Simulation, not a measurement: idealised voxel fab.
The following process module bears the name voxel capacitor over wiring.
Cross-sectional view cut (width: 260 nm; square cell size: 5 nm).
Think of the cross-section as a grid of square cells. We describe it in bands, top to bottom, and each band covers one or more rows of those cells. What a band's entry tells you: where the top is and where the bottom is, as heights in nm, and after that what lies inside, material by material from left to right, each with its width in nm. Empty space is written as the word "air", and a single material marked with the word "all across" occupies the band from edge to edge. Height datum 0, below which the as-received substrate wafer is one material. Lowest band open at the bottom, running downward: "z 0 and below". A width such as "30..40" changes by the same amount from each row of cells to the next, from the band's top row to its bottom row. Given "nothing different" for a step, no cell of the cross-section differs between before and after that step. Empty spaces without an open route to the top, at least 8 cells in extent, make up the entry "Unvented internal voids"; each is given as width x height at distance, where the distance is measured from the left edge, and all are in nm. That trailing text on a step's line, after the settings, is the simulator's own remark on the step. overlay nm: how far to the right of its planned place the mask lay on this masked step (negative: to the left).
## Process steps - plan
step 1: op RECEIVE | material Si
step 2: op CONFORMAL_DEP | material SiO2 | thk nm 5
step 3: op CONFORMAL_DEP | material SiCN | thk nm 5
step 4: op DIRECTIONAL_DEP | material SiO2 | thk nm 15
step 5: op MASKED_ETCH | tone open | mask id METAL_1 | width nm 30 | pitch nm 100 | etch materials SiO2 | depth nm 15 | overlay nm 0
step 6: op MASKED_ETCH | tone open | mask id METAL_1 | width nm 30 | pitch nm 100 | etch materials SiCN | depth nm 5 | overlay nm 0
step 7: op CONFORMAL_DEP | material TiN | thk nm 5
step 8: op FILL_DEP | material Cu | thk nm 5
step 9: op CMP | height nm 35
step 10: op EPI | material Ru | thk nm 5
step 11: op FILL_DEP | material SiCN | thk nm 5
step 12: op DIRECTIONAL_DEP | material SiO2 | thk nm 15
step 13: op MASKED_ETCH | tone open | mask id PLUG_1 | width nm 15 | etch materials SiO2 | depth nm 15 | overlay nm 0
step 14: op MASKED_ETCH | tone open | mask id PLUG_1 | width nm 15 | etch materials SiCN | depth nm 5 | overlay nm 0
step 15: op EPI | material Ru | thk nm 10
step 16: op EPI | material Ru | thk nm 10
step 17: op DIRECTIONAL_DEP | material TiN | thk nm 5
step 18: op DIRECTIONAL_DEP | material Al2O3 | thk nm 5
step 19: op DIRECTIONAL_DEP | material TiN | thk nm 10
step 20: op MASKED_ETCH | tone cover | mask id UPPER_PLATE | width nm 75 | etch materials TiN | depth nm 10 | overlay nm 0
step 21: op MASKED_ETCH | tone cover | mask id UPPER_PLATE | width nm 75 | etch materials Al2O3 | depth nm 5 | overlay nm 0
step 22: op PATTERN | tone cover | mask id LOWER_PLATE | material resist | width nm 85 | thk nm 15 | overlay nm 0
step 23: op DIRECTIONAL_ETCH | etch materials TiN | depth nm 5
step 24: op STRIP | etch materials resist
step 25: op FILL_DEP | material SiO2 | thk nm 20
step 26: op CMP | height nm 95
step 27: op PATTERN | tone open | mask id PLUG_2 | material resist | width nm 15 | thk nm 15 | overlay nm 0
step 28: op DIRECTIONAL_ETCH | etch materials SiO2 | depth nm 15
step 29: op STRIP | etch materials resist
step 30: op CONFORMAL_DEP | material TiN | thk nm 5
step 31: op FILL_DEP | material Ru | thk nm 10
step 32: op CMP | height nm 95
step 33: op CONFORMAL_DEP | material SiN | thk nm 5
The wafers in this document start out alike and differ in the thk nm applied at step 2; the plan shows the value used for the first wafer.
## Incoming state of the first of several wafers in cross-section: after step 1
> z 0 and below  Si all across
> Unvented internal voids: none
## first wafer at the end, after step 33
> z 100 to 95  SiN all across
> z 95 to 85  SiO2 90; TiN 5; Ru 5; TiN 5; SiO2 155
> z 85 to 80  SiO2 90; TiN 15; SiO2 155
> z 80 to 70  SiO2 80; TiN 75; SiO2 105
> z 70 to 65  SiO2 80; Al2O3 75; SiO2 105
> z 65 to 60  SiO2 75; TiN 85; SiO2 100
> z 60 to 45  SiO2 80; Ru 15; SiO2 165
> z 45 to 40  SiCN 80; Ru 15; SiCN 165
> z 40 to 35  Ru all across
> z 35 to 30  Cu all across
> z 30 to 25  TiN 70; Cu 20; TiN 80; Cu 20; TiN 70
> z 25 to 10  SiO2 65; TiN 5; Cu 20; TiN 5; SiO2 70; TiN 5; Cu 20; TiN 5; SiO2 65
> z 10 to 5  SiCN 65; TiN 30; SiCN 70; TiN 30; SiCN 65
> z 5 to 0  SiO2 all across
> z 0 and below  Si all across
> Unvented internal voids: none
## A cross-section through the last wafer at the close of the module
> z 100 to 95  SiN all across
> z 95 to 85  SiO2 90; TiN 5; Ru 5; TiN 5; SiO2 155
> z 85 to 80  SiO2 90; TiN 15; SiO2 155
> z 80 to 70  SiO2 80; TiN 75; SiO2 105
> z 70 to 65  SiO2 80; Al2O3 75; SiO2 105
> z 65 to 60  SiO2 75; TiN 85; SiO2 100
> z 60 to 45  SiO2 80; Ru 15; SiO2 165
> z 45 to 40  SiCN 80; Ru 15; SiCN 165
> z 40 to 35  SiCN 60; Ru 40; SiCN 60; Ru 40; SiCN 60
> z 35 to 30  SiCN 65; TiN 30; SiCN 70; TiN 30; SiCN 65
> z 30 to 0  SiO2 all across
> z 0 and below  Si all across
> Unvented internal voids: none
## Heads up, this table goes wafer by wafer. A row tells you, at the end of the module, how many cells of each material that wafer has put on (+) or dropped (-) since it was received, and then its closed voids
thk nm 5, +15 Al2O3, +84 Cu, +66 Ru, +89 SiCN, +52 SiN, +612 SiO2, +122 TiN, Unvented internal voids: none
thk nm 10, +15 Al2O3, +32 Cu, +66 Ru, +89 SiCN, +52 SiN, +664 SiO2, +122 TiN, Unvented internal voids: none
thk nm 15, +15 Al2O3, +24 Cu, +30 Ru, +125 SiCN, +52 SiN, +716 SiO2, +78 TiN, Unvented internal voids: none
thk nm 20, +15 Al2O3, +16 Cu, +30 Ru, +125 SiCN, +52 SiN, +728 SiO2, +74 TiN, Unvented internal voids: none
thk nm 25, +15 Al2O3, +8 Cu, +30 Ru, +125 SiCN, +52 SiN, +740 SiO2, +70 TiN, Unvented internal voids: none
thk nm 30, +15 Al2O3, +30 Ru, +125 SiCN, +52 SiN, +752 SiO2, +66 TiN, Unvented internal voids: none
